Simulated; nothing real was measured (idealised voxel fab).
process module | voxel local oxidation
cross-section cut | 205 nm wide | cells 5 nm
A cross-section is a grid of square cells, given in bands from the top down. A band is one or more rows of cells.
Each band's line starts with the height of the band's top and of its bottom, in nm. Then come its materials from left to right, each with its width in nm. One material with "throughout" fills the band from edge to edge. "air" is empty space.
Height 0 is the level under which the wafer as received is all one material. The lowest band goes on downwards, as in "0 down".
A width such as "30 to 40" changes by the same amount from each row of cells to the next, from the band's top row to its bottom row.
"no change" after a step means that no cell of the cross-section changed.
closed voids: empty space of 8 cells or more with no open way to the top, each as width x height at its distance from the left edge, in nm
after a step's settings: what the simulator itself notes on the step
overlay nm, on a step with a mask: how far to the right of its planned place the mask lay; to the left if negative
plan
1 op RECEIVE | material Si
2 op OXIDIZE | depth nm 5
3 op CONFORMAL_DEP | material SiN | thk nm 10
4 op MASKED_ETCH | tone cover | mask id ACTIVE | width nm 90 | etch materials SiN | depth nm 10 | overlay nm 0
5 op SELECTIVE_ETCH | etch materials SiO2 | depth nm 5
6 op OXIDIZE | depth nm 10
7 op STRIP | etch materials SiN
varied across the wafers: width nm of step 4. The plan shows the first wafer's value. All wafers start alike
first wafer as received, after step 1
  0 down: Si throughout
  closed voids: none
first wafer at the end, after step 7
  0 to -5: air 60 | SiO2 80 | air 65
  -5 to -15: SiO2 70 | Si 60 | SiO2 75
  -15 down: Si throughout
  closed voids: none
last wafer at the end
  0 to -5: air 50 | SiO2 105 | air 50
  -5 to -15: SiO2 60 | Si 85 | SiO2 60
  -15 down: Si throughout
  closed voids: none
each wafer at the end: cells of each material gained (+) or lost (-) since it was received, then its closed voids
width nm 90 | -99 Si | +74 SiO2 | closed voids: none
width nm 95 | -97 Si | +73 SiO2 | closed voids: none
width nm 100 | -95 Si | +72 SiO2 | closed voids: none
width nm 105 | -93 Si | +71 SiO2 | closed voids: none
width nm 110 | -91 Si | +70 SiO2 | closed voids: none
width nm 115 | -89 Si | +69 SiO2 | closed voids: none
